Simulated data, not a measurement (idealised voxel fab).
process module | voxel ribs on slabs
Section cut is 150 nm wide and gridded with 5 nm square cells.
Square cells in a grid make up a cross-section in this document, and the grid is given as bands, listed from the top down, each one or more rows of cells. Top height, bottom height, nm. Materials left to right, width each, nm. Single material + "full width" = fills band edge to edge. "air" = empty. We count height from 0. Below that, the starting wafer is all one material. The lowest band never ends at the bottom but goes on down; see "0 down" for how that is written. A width such as "30 to 40" changes by the same amount from each row of cells to the next, from the band's top row to its bottom row. You'll sometimes find "stayed the same" written for a step, and that's the way of saying that nowhere in the cross-section did a cell change during that step. The entry "Non-vented voids" lists the empty spaces that cover at least 8 cells and have no open path to the top. Each is written as width x height at distance, where the distance is measured from the left edge and all three values are in nm. Past the settings on a step's line: simulator remark, on that step. overlay nm: where the mask lay relative to plan, measured to the right, on steps with a mask; negatives go left.

# The steps planned for the process are as follows
- 1: RECEIVE,material Si
- 2: DIRECTIONAL_DEP,material SiO2,thk nm 25
- 3: DIRECTIONAL_DEP,material polySi,thk nm 25
- 4: DIRECTIONAL_DEP,material aC,thk nm 10
- 5: PATTERN,tone cover,mask id RIB,material resist,width nm 25,thk nm 25,overlay nm 0
- 6: DIRECTIONAL_ETCH,etch materials aC,depth nm 10
- 7: STRIP,etch materials resist
- 8: DIRECTIONAL_ETCH,etch materials polySi,depth nm 10
- 9: STRIP,etch materials aC
- 10: MASKED_ETCH,tone cover,mask id SLAB,width nm 55,etch materials polySi,depth nm 15,overlay nm 0
- 11: FILL_DEP,material SiO2,thk nm 15
- 12: CMP,height nm 60
- 13: DIRECTIONAL_DEP,material W,thk nm 5
- 14: DIRECTIONAL_DEP,material aC,thk nm 10
- 15: PATTERN,tone cover,mask id HEATER,material resist,width nm 35,thk nm 30,overlay nm 0
- 16: DIRECTIONAL_ETCH,etch materials aC,depth nm 10
- 17: STRIP,etch materials resist
- 18: DIRECTIONAL_ETCH,etch materials W,depth nm 5
- 19: STRIP,etch materials aC
- 20: CONFORMAL_DEP,material SiN,thk nm 5

# So this is the incoming wafer in cross-section - it's already been through step 1
> 0 down | Si full width
> Non-vented voids: none

# The first of the two wafers as seen in cross-section once the module was finished; processing followed the plan
> 70 to 65 | air 50 nm / SiN 45 nm / air 55 nm
> 65 to 60 | SiN 55 nm / W 35 nm / SiN 60 nm
> 60 to 50 | SiO2 full width
> 50 to 40 | SiO2 60 nm / polySi 25 nm / SiO2 65 nm
> 40 to 25 | SiO2 45 nm / polySi 55 nm / SiO2 50 nm
> 25 to 0 | SiO2 full width
> 0 down | Si full width
> Non-vented voids: none

# Module end: cross-section of wafer two of two. Same start and process plan as the first wafer. One mistake during execution
> 70 to 65 | SiN 60 nm / air 25 nm / SiN 65 nm
> 65 to 60 | W 55 nm / SiN 35 nm / W 60 nm
> 60 to 50 | SiO2 full width
> 50 to 40 | SiO2 60 nm / polySi 25 nm / SiO2 65 nm
> 40 to 25 | SiO2 45 nm / polySi 55 nm / SiO2 50 nm
> 25 to 0 | SiO2 full width
> 0 down | Si full width
> Non-vented voids: none
The plan and the run diverged here: note that step 15 departed from the planned setting and was carried out as PATTERN,tone open,mask id HEATER,material resist,width nm 35,thk nm 30,overlay nm 0
End of process, cell counts, second wafer against first, materials with more or fewer: 16 more of W
